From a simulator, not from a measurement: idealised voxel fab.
This is a process module. Its name is voxel self aligned vias.
Section shown: cut. Width: 270 nm. Cell size: 5 nm, square.
A cross-section is a grid of square cells, given in bands from the top down. A band is one or more rows of cells.
Each band's line starts with the height of the band's top and of its bottom, in nm. Then come its materials from left to right, each with its width in nm. One material with "full width" fills the band from edge to edge. "empty" is empty space.
It should be noted that heights are counted from 0, beneath which the wafer as supplied is of one material throughout, and that the lowest band possesses no lower boundary but continues downward, as written in "0 and below".
A width given as "30..40" starts at the first number in the band's top row and ends at the second number in its bottom row, shifting by an equal amount at every step from row to row.
Where a step carries "no alterations made", the cross-section came out of it unchanged, cell for cell.
Empty spaces without an open route to the top, at least 8 cells in extent, make up the entry "Enclosed void list"; each is given as width x height at distance, where the distance is measured from the left edge, and all are in nm.
On a step's line, text after the settings is the simulator commenting on that step.
When a step includes a mask, the "overlay nm" setting on its line states how far to the right of its planned place that mask lay, and negative values state how far to the left.

## Below is the list of planned process steps
1,RECEIVE (material Si)
2,CONFORMAL_DEP (material SiO2; thk nm 15)
3,CONFORMAL_DEP (material SiCN; thk nm 5)
4,DIRECTIONAL_DEP (material SiO2; thk nm 30)
5,DIRECTIONAL_DEP (material aC; thk nm 10)
6,PATTERN (tone open; mask id LINES; material resist; width nm 30; pitch nm 65; thk nm 30; overlay nm 0)
7,DIRECTIONAL_ETCH (etch materials aC; depth nm 10)
8,STRIP (etch materials resist)
9,DIRECTIONAL_ETCH (etch materials SiO2; depth nm 30)
10,STRIP (etch materials aC)
11,CONFORMAL_DEP (material TiN; thk nm 5)
12,FILL_DEP (material W; thk nm 5)
13,CMP (height nm 50)
14,SELECTIVE_ETCH (etch materials W Ru TiN; depth nm 5)
15,FILL_DEP (material SiN; thk nm 5)
16,CMP (height nm 50)
17,DIRECTIONAL_DEP (material SiO2; thk nm 15)
18,MASKED_ETCH (tone open; mask id VIAS; width nm 40; pitch nm 65; etch materials SiO2; depth nm 15; overlay nm 0)
19,MASKED_ETCH (tone open; mask id VIAS; width nm 40; pitch nm 65; etch materials SiN; depth nm 5; overlay nm 0)
20,CONFORMAL_DEP (material TiN; thk nm 5)
21,FILL_DEP (material W; thk nm 5)
22,CMP (height nm 65)
23,CONFORMAL_DEP (material SiN; thk nm 5)

## Run as planned: first of two wafers

## Cross-section of the wafer upon arrival, representing the state reached after step 1
0 and below | Si full width
Enclosed void list: none

## Presented here is a cross-section of the wafer after step 2 has been performed
15 down to 0 | SiO2 full width
Unchanged below 0.

## Presented here is a cross-section of the wafer after step 3 has been performed
20 down to 15 | SiCN full width
Unchanged below 15.

## Presented here is a cross-section of the wafer after step 4 has been performed
50 down to 20 | SiO2 full width
Unchanged below 20.

## Presented here is a cross-section of the wafer after step 5 has been performed
60 down to 50 | aC full width
Unchanged below 50.

## Presented here is a cross-section of the wafer after step 6 has been performed
90 down to 60 | 55 resist  30 empty  35 resist  30 empty  35 resist  30 empty  55 resist
Unchanged below 60.

## Presented here is a cross-section of the wafer after step 7 has been performed
80 down to 60 | 55 resist  30 empty  35 resist  30 empty  35 resist  30 empty  55 resist
60 down to 50 | 55 aC  30 empty  35 aC  30 empty  35 aC  30 empty  55 aC
Unchanged below 50.

## Presented here is a cross-section of the wafer after step 8 has been performed
60 down to 50 | 55 aC  30 empty  35 aC  30 empty  35 aC  30 empty  55 aC
Unchanged below 50.

## Presented here is a cross-section of the wafer after step 9 has been performed
60 down to 50 | 55 aC  30 empty  35 aC  30 empty  35 aC  30 empty  55 aC
50 down to 20 | 55 SiO2  30 empty  35 SiO2  30 empty  35 SiO2  30 empty  55 SiO2
Unchanged below 20.

## Presented here is a cross-section of the wafer after step 10 has been performed
50 down to 20 | 55 SiO2  30 empty  35 SiO2  30 empty  35 SiO2  30 empty  55 SiO2
Unchanged below 20.

## Presented here is a cross-section of the wafer after step 11 has been performed
55 down to 50 | 60 TiN  20 empty  45 TiN  20 empty  45 TiN  20 empty  60 TiN
50 down to 25 | 55 SiO2  5 TiN  20 empty  5 TiN  35 SiO2  5 TiN  20 empty  5 TiN  35 SiO2  5 TiN  20 empty  5 TiN  55 SiO2
25 down to 20 | 55 SiO2  30 TiN  35 SiO2  30 TiN  35 SiO2  30 TiN  55 SiO2
Unchanged below 20.

## Presented here is a cross-section of the wafer after step 12 has been performed
60 down to 55 | W full width
55 down to 50 | 60 TiN  20 W  45 TiN  20 W  45 TiN  20 W  60 TiN
50 down to 25 | 55 SiO2  5 TiN  20 W  5 TiN  35 SiO2  5 TiN  20 W  5 TiN  35 SiO2  5 TiN  20 W  5 TiN  55 SiO2
Unchanged below 25.

## Presented here is a cross-section of the wafer after step 13 has been performed
50 down to 25 | 55 SiO2  5 TiN  20 W  5 TiN  35 SiO2  5 TiN  20 W  5 TiN  35 SiO2  5 TiN  20 W  5 TiN  55 SiO2
Unchanged below 25.

## Presented here is a cross-section of the wafer after step 14 has been performed
50 down to 45 | 55 SiO2  30 empty  35 SiO2  30 empty  35 SiO2  30 empty  55 SiO2
Unchanged below 45.

## Presented here is a cross-section of the wafer after step 15 has been performed
55 down to 50 | SiN full width
50 down to 45 | 55 SiO2  30 SiN  35 SiO2  30 SiN  35 SiO2  30 SiN  55 SiO2
Unchanged below 45.

## Presented here is a cross-section of the wafer after step 16 has been performed
50 down to 45 | 55 SiO2  30 SiN  35 SiO2  30 SiN  35 SiO2  30 SiN  55 SiO2
Unchanged below 45.

## Presented here is a cross-section of the wafer after step 17 has been performed
65 down to 50 | SiO2 full width
Unchanged below 50.

## Presented here is a cross-section of the wafer after step 18 has been performed
65 down to 50 | 50 SiO2  40 empty  25 SiO2  40 empty  25 SiO2  40 empty  50 SiO2
Unchanged below 50.

## Presented here is a cross-section of the wafer after step 19 has been performed
65 down to 50 | 50 SiO2  40 empty  25 SiO2  40 empty  25 SiO2  40 empty  50 SiO2
50 down to 45 | 55 SiO2  30 empty  35 SiO2  30 empty  35 SiO2  30 empty  55 SiO2
Unchanged below 45.

## Presented here is a cross-section of the wafer after step 20 has been performed
70 down to 65 | 55 TiN  30 empty  35 TiN  30 empty  35 TiN  30 empty  55 TiN
65 down to 55 | 50 SiO2  5 TiN  30 empty  5 TiN  25 SiO2  5 TiN  30 empty  5 TiN  25 SiO2  5 TiN  30 empty  5 TiN  50 SiO2
55 down to 50 | 50 SiO2  10 TiN  20 empty  10 TiN  25 SiO2  10 TiN  20 empty  10 TiN  25 SiO2  10 TiN  20 empty  10 TiN  50 SiO2
50 down to 45 | 55 SiO2  30 TiN  35 SiO2  30 TiN  35 SiO2  30 TiN  55 SiO2
Unchanged below 45.

## Presented here is a cross-section of the wafer after step 21 has been performed
75 down to 70 | W full width
70 down to 65 | 55 TiN  30 W  35 TiN  30 W  35 TiN  30 W  55 TiN
65 down to 55 | 50 SiO2  5 TiN  30 W  5 TiN  25 SiO2  5 TiN  30 W  5 TiN  25 SiO2  5 TiN  30 W  5 TiN  50 SiO2
55 down to 50 | 50 SiO2  10 TiN  20 W  10 TiN  25 SiO2  10 TiN  20 W  10 TiN  25 SiO2  10 TiN  20 W  10 TiN  50 SiO2
Unchanged below 50.

## Presented here is a cross-section of the wafer after step 22 has been performed
65 down to 55 | 50 SiO2  5 TiN  30 W  5 TiN  25 SiO2  5 TiN  30 W  5 TiN  25 SiO2  5 TiN  30 W  5 TiN  50 SiO2
Unchanged below 55.

## Presented here is a cross-section of the wafer after step 23 has been performed
70 down to 65 | SiN full width
Unchanged below 65.

## Second wafer, same starting conditions and recipe as the first, one mistake in executing it, nothing differs from the first up to and including step 2

Cross-section of the second wafer at the time by which step 3 should have been completed according to the plan: no alterations made

## Cross-section of the second wafer at the time by which step 4 should have been completed according to the plan
45 down to 0 | SiO2 full width
Unchanged below 0.

## Cross-section of the second wafer at the time by which step 5 should have been completed according to the plan
55 down to 45 | aC full width
Unchanged below 45.

## Cross-section of the second wafer at the time by which step 6 should have been completed according to the plan
85 down to 55 | 55 resist  30 empty  35 resist  30 empty  35 resist  30 empty  55 resist
Unchanged below 55.

## Cross-section of the second wafer at the time by which step 7 should have been completed according to the plan
75 down to 55 | 55 resist  30 empty  35 resist  30 empty  35 resist  30 empty  55 resist
55 down to 45 | 55 aC  30 empty  35 aC  30 empty  35 aC  30 empty  55 aC
Unchanged below 45.

## Cross-section of the second wafer at the time by which step 8 should have been completed according to the plan
55 down to 45 | 55 aC  30 empty  35 aC  30 empty  35 aC  30 empty  55 aC
Unchanged below 45.

## Cross-section of the second wafer at the time by which step 9 should have been completed according to the plan
55 down to 45 | 55 aC  30 empty  35 aC  30 empty  35 aC  30 empty  55 aC
45 down to 15 | 55 SiO2  30 empty  35 SiO2  30 empty  35 SiO2  30 empty  55 SiO2
Unchanged below 15.

## Cross-section of the second wafer at the time by which step 10 should have been completed according to the plan
45 down to 15 | 55 SiO2  30 empty  35 SiO2  30 empty  35 SiO2  30 empty  55 SiO2
Unchanged below 15.

## Cross-section of the second wafer at the time by which step 11 should have been completed according to the plan
50 down to 45 | 60 TiN  20 empty  45 TiN  20 empty  45 TiN  20 empty  60 TiN
45 down to 20 | 55 SiO2  5 TiN  20 empty  5 TiN  35 SiO2  5 TiN  20 empty  5 TiN  35 SiO2  5 TiN  20 empty  5 TiN  55 SiO2
20 down to 15 | 55 SiO2  30 TiN  35 SiO2  30 TiN  35 SiO2  30 TiN  55 SiO2
Unchanged below 15.

## Cross-section of the second wafer at the time by which step 12 should have been completed according to the plan
55 down to 50 | W full width
50 down to 45 | 60 TiN  20 W  45 TiN  20 W  45 TiN  20 W  60 TiN
45 down to 20 | 55 SiO2  5 TiN  20 W  5 TiN  35 SiO2  5 TiN  20 W  5 TiN  35 SiO2  5 TiN  20 W  5 TiN  55 SiO2
Unchanged below 20.

## Cross-section of the second wafer at the time by which step 13 should have been completed according to the plan
50 down to 45 | 60 TiN  20 W  45 TiN  20 W  45 TiN  20 W  60 TiN
Unchanged below 45.

## Cross-section of the second wafer at the time by which step 14 should have been completed according to the plan
45 down to 20 | 55 SiO2  5 TiN  20 W  5 TiN  35 SiO2  5 TiN  20 W  5 TiN  35 SiO2  5 TiN  20 W  5 TiN  55 SiO2
Unchanged below 20.

## Cross-section of the second wafer at the time by which step 15 should have been completed according to the plan
50 down to 45 | SiN full width
Unchanged below 45.

Cross-section of the second wafer at the time by which step 16 should have been completed according to the plan: no alterations made

## Cross-section of the second wafer at the time by which step 17 should have been completed according to the plan
65 down to 50 | SiO2 full width
Unchanged below 50.

## Cross-section of the second wafer at the time by which step 18 should have been completed according to the plan
65 down to 50 | 50 SiO2  40 empty  25 SiO2  40 empty  25 SiO2  40 empty  50 SiO2
Unchanged below 50.

## Cross-section of the second wafer at the time by which step 19 should have been completed according to the plan
65 down to 50 | 50 SiO2  40 empty  25 SiO2  40 empty  25 SiO2  40 empty  50 SiO2
50 down to 45 | 50 SiN  40 empty  25 SiN  40 empty  25 SiN  40 empty  50 SiN
Unchanged below 45.

## Cross-section of the second wafer at the time by which step 20 should have been completed according to the plan
70 down to 65 | 55 TiN  30 empty  35 TiN  30 empty  35 TiN  30 empty  55 TiN
65 down to 50 | 50 SiO2  5 TiN  30 empty  5 TiN  25 SiO2  5 TiN  30 empty  5 TiN  25 SiO2  5 TiN  30 empty  5 TiN  50 SiO2
50 down to 45 | 50 SiN  40 TiN  25 SiN  40 TiN  25 SiN  40 TiN  50 SiN
Unchanged below 45.

## Cross-section of the second wafer at the time by which step 21 should have been completed according to the plan
75 down to 70 | W full width
70 down to 65 | 55 TiN  30 W  35 TiN  30 W  35 TiN  30 W  55 TiN
65 down to 50 | 50 SiO2  5 TiN  30 W  5 TiN  25 SiO2  5 TiN  30 W  5 TiN  25 SiO2  5 TiN  30 W  5 TiN  50 SiO2
Unchanged below 50.

## Cross-section of the second wafer at the time by which step 22 should have been completed according to the plan
65 down to 50 | 50 SiO2  5 TiN  30 W  5 TiN  25 SiO2  5 TiN  30 W  5 TiN  25 SiO2  5 TiN  30 W  5 TiN  50 SiO2
Unchanged below 50.

## Cross-section of the second wafer at the time by which step 23 should have been completed according to the plan
70 down to 65 | SiN full width
Unchanged below 65.
Deviation from plan: with respect to the plan, step 3 was omitted and not executed
at the end the second wafer has, in cells: -54 SiCN; +30 SiN; +6 TiN; +18 W
